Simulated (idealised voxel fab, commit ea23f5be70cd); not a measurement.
Process module, titled voxel air gaps
Each square cell in cross-section cut measures 5 nm, and the section as a whole is 280 nm wide.
Each cross-section below is a grid of square cells, stated as bands in top-down order, with one or more rows of cells making up each band.
Band entry format. Leading values: height of top, height of bottom, nm. Remainder: materials in left-to-right order, each with its width in nm. Special words: "full width" on a single material, which then fills the band edge to edge; "empty", empty space.
The reference from which all heights are counted is 0, the level beneath which the as-received wafer is entirely one material; the lowest band, having no lower bound, proceeds downward and is written after the example "0 -> down".
Read "30..40" as a graded width: first number on top, second number at the bottom, same change between each pair of neighbouring rows.
It should be understood that the words "nothing got changed", when stated for a given step, signify that the cross-section underwent no change in any of its cells during that step.
For the entry "Closed void listing", the listed items are empty spaces with no open way to the top whose size is 8 cells or more; each item follows the pattern width x height at distance, where distance is from the left edge and all three are in nm.
On a step's line, text after the settings is the simulator commenting on that step.
If you see "overlay nm" on a step's line and that step has a mask, it's telling you how far right of where it was planned the mask ended up; a negative number means it went left instead.
# The steps planned for the process are as follows
| 1 | op RECEIVE | material Si |
| 2 | op CONFORMAL_DEP | material SiO2 | thk nm 10 |
| 3 | op CONFORMAL_DEP | material SiN | thk nm 5 |
| 4 | op DIRECTIONAL_DEP | material lowk | thk nm 40 |
| 5 | op PATTERN | tone open | mask id LINES | material resist | width nm 20 | pitch nm 45 | thk nm 15 | overlay nm 0 |
| 6 | op DIRECTIONAL_ETCH | etch materials lowk | depth nm 40 |
| 7 | op STRIP | etch materials resist |
| 8 | op CONFORMAL_DEP | material TiN | thk nm 5 |
| 9 | op FILL_DEP | material Ru | thk nm 10 |
| 10 | op CMP | height nm 55 |
| 11 | op EPI | material Ru | thk nm 10 |
| 12 | op SELECTIVE_ETCH | etch materials lowk | depth nm 50 |
| 13 | op CONFORMAL_DEP | material SiCN | thk nm 5 |
# Cross-section: wafer on arrival = after step 1
- 0 -> down  Si full width
- Closed void listing: none
# First of two wafers at the end of the module, shown in cross-section; run carried out as planned
- 70 -> 65  empty=45  SiCN=185  empty=50
- 65 -> 55  empty=45  SiCN=5  Ru=40  SiCN=5  Ru=40  SiCN=5  Ru=40  SiCN=5  Ru=40  SiCN=5  empty=50
- 55 -> 50  empty=45  SiCN=15  TiN=5  Ru=10  TiN=5  SiCN=25  TiN=5  Ru=10  TiN=5  SiCN=25  TiN=5  Ru=10  TiN=5  SiCN=25  TiN=5  Ru=10  TiN=5  SiCN=15  empty=50
- 50 -> 20  empty=55  SiCN=5  TiN=5  Ru=10  TiN=5  SiCN=5  empty=15  SiCN=5  TiN=5  Ru=10  TiN=5  SiCN=5  empty=15  SiCN=5  TiN=5  Ru=10  TiN=5  SiCN=5  empty=15  SiCN=5  TiN=5  Ru=10  TiN=5  SiCN=5  empty=60
- 20 -> 15  SiCN=60  TiN=20  SiCN=25  TiN=20  SiCN=25  TiN=20  SiCN=25  TiN=20  SiCN=65
- 15 -> 10  SiN full width
- 10 -> 0  SiO2 full width
- 0 -> down  Si full width
- Closed void listing: 15 x 30 at 85; 15 x 30 at 130; 15 x 30 at 175
# Wafer two, sectioned after the module: the first wafer's start, the first wafer's plan, and one mistake in how it was run
- 70 -> 65  SiCN full width
- 65 -> 55  Ru full width
- 55 -> 50  TiN=65  Ru=10  TiN=35  Ru=10  TiN=35  Ru=10  TiN=35  Ru=10  TiN=70
- 50 -> 20  lowk=60  TiN=5  Ru=10  TiN=5  lowk=25  TiN=5  Ru=10  TiN=5  lowk=25  TiN=5  Ru=10  TiN=5  lowk=25  TiN=5  Ru=10  TiN=5  lowk=65
- 20 -> 15  lowk=60  TiN=20  lowk=25  TiN=20  lowk=25  TiN=20  lowk=25  TiN=20  lowk=65
- 15 -> 10  SiN full width
- 10 -> 0  SiO2 full width
- 0 -> down  Si full width
- Closed void listing: none
Plan not followed: step 4 changed vs plan, executed as op DIRECTIONAL_DEP | material lowk | thk nm 35
Final comparison by cell count, materials where the second wafer has more or fewer than the first: +48 Ru; -100 SiCN; +40 TiN; +280 lowk
The closed voids present at the end amount to 3 for the first wafer and 0 for the second wafer.
